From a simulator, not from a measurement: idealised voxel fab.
Process module in this document: voxel gate over fins
175 nm wide, 5 nm square cells: that's cross-section cut.
The cross-sections in this document take the form of a grid made of square cells. They are written out as bands, in order from top to bottom. Each band consists of one or more rows of cells. Band entry format. Leading values: height of top, height of bottom, nm. Remainder: materials in left-to-right order, each with its width in nm. Special words: "everywhere" on a single material, which then fills the band edge to edge; "blank", empty space. Height 0 is the level under which the wafer as received is all one material. The lowest band goes on downwards, as in "0 nm and below". A two-number width, for instance "30 to 40", indicates that the width is equal to the first number in the top row of the band and to the second number in the bottom row, and that it changes by a constant amount per row of cells. Reading "same as before" for a step: not a cell of the cross-section changed in it. "Closed void table" contains a list of empty spaces, each no smaller than 8 cells and without an open way to the top, written in the form width x height at distance with the distance from the left edge and all three in nm. Note: text after step settings on the step line = simulator remark on that step. What "overlay nm" on a step's line means: if the step has a mask, that mask lay this far to the right of its planned place, or, when the value is negative, to the left.

This section lists the process steps that were planned:
1,RECEIVE with material Si
2,CONFORMAL_DEP with material SiN, thk nm 5
3,DIRECTIONAL_DEP with material aC, thk nm 10
4,PATTERN with tone cover, mask id FINS, material resist, width nm 15, pitch nm 40, thk nm 25, overlay nm 0
5,DIRECTIONAL_ETCH with etch materials aC, depth nm 10
6,STRIP with etch materials resist
7,DIRECTIONAL_ETCH with etch materials SiN, depth nm 5
8,DIRECTIONAL_ETCH with etch materials Si, depth nm 40
9,STRIP with etch materials aC
10,FILL_DEP with material SiO2, thk nm 5
11,CMP with height nm 5
12,SELECTIVE_ETCH with etch materials SiO2, depth nm 20
13,STRIP with etch materials SiN
14,CONFORMAL_DEP with material HfO2, thk nm 5
15,CONFORMAL_DEP with material TiN, thk nm 5
16,FILL_DEP with material W, thk nm 15
17,CMP with height nm 20
18,CONFORMAL_DEP with material SiN, thk nm 5

As received, after step 1:
* 0 nm and below: Si everywhere
* Closed void table: none

The following cross-section depicts the wafer upon conclusion of the module. Processing commenced from the starting condition illustrated above and adhered to the plan illustrated above, save for one mistake in execution:
* 25 nm to 20 nm: SiN everywhere
* 20 nm to 10 nm: W everywhere
* 10 nm to 5 nm: 10 nm W; 35 nm HfO2; 5 nm W; 35 nm HfO2; 5 nm W; 35 nm HfO2; 5 nm W; 35 nm HfO2; 10 nm W
* 5 nm to 0 nm: 10 nm W; 5 nm HfO2; 25 nm TiN; 5 nm HfO2; 5 nm W; 5 nm HfO2; 25 nm TiN; 5 nm HfO2; 5 nm W; 5 nm HfO2; 25 nm TiN; 5 nm HfO2; 5 nm W; 5 nm HfO2; 25 nm TiN; 5 nm HfO2; 10 nm W
* 0 nm to -5 nm: 10 nm W; 5 nm HfO2; 5 nm TiN; 15 nm Si; 5 nm TiN; 5 nm HfO2; 5 nm W; 5 nm HfO2; 5 nm TiN; 15 nm Si; 5 nm TiN; 5 nm HfO2; 5 nm W; 5 nm HfO2; 5 nm TiN; 15 nm Si; 5 nm TiN; 5 nm HfO2; 5 nm W; 5 nm HfO2; 5 nm TiN; 15 nm Si; 5 nm TiN; 5 nm HfO2; 10 nm W
* -5 nm to -10 nm: 15 nm HfO2; 5 nm TiN; 15 nm Si; 5 nm TiN; 15 nm HfO2; 5 nm TiN; 15 nm Si; 5 nm TiN; 15 nm HfO2; 5 nm TiN; 15 nm Si; 5 nm TiN; 15 nm HfO2; 5 nm TiN; 15 nm Si; 5 nm TiN; 15 nm HfO2
* -10 nm to -15 nm: 20 nm TiN; 15 nm Si; 25 nm TiN; 15 nm Si; 25 nm TiN; 15 nm Si; 25 nm TiN; 15 nm Si; 20 nm TiN
* -15 nm to -40 nm: 20 nm SiO2; 15 nm Si; 25 nm SiO2; 15 nm Si; 25 nm SiO2; 15 nm Si; 25 nm SiO2; 15 nm Si; 20 nm SiO2
* -40 nm and below: Si everywhere
* Closed void table: none
The plan and the run diverged here: sequence error: steps 14 and 15 interchanged
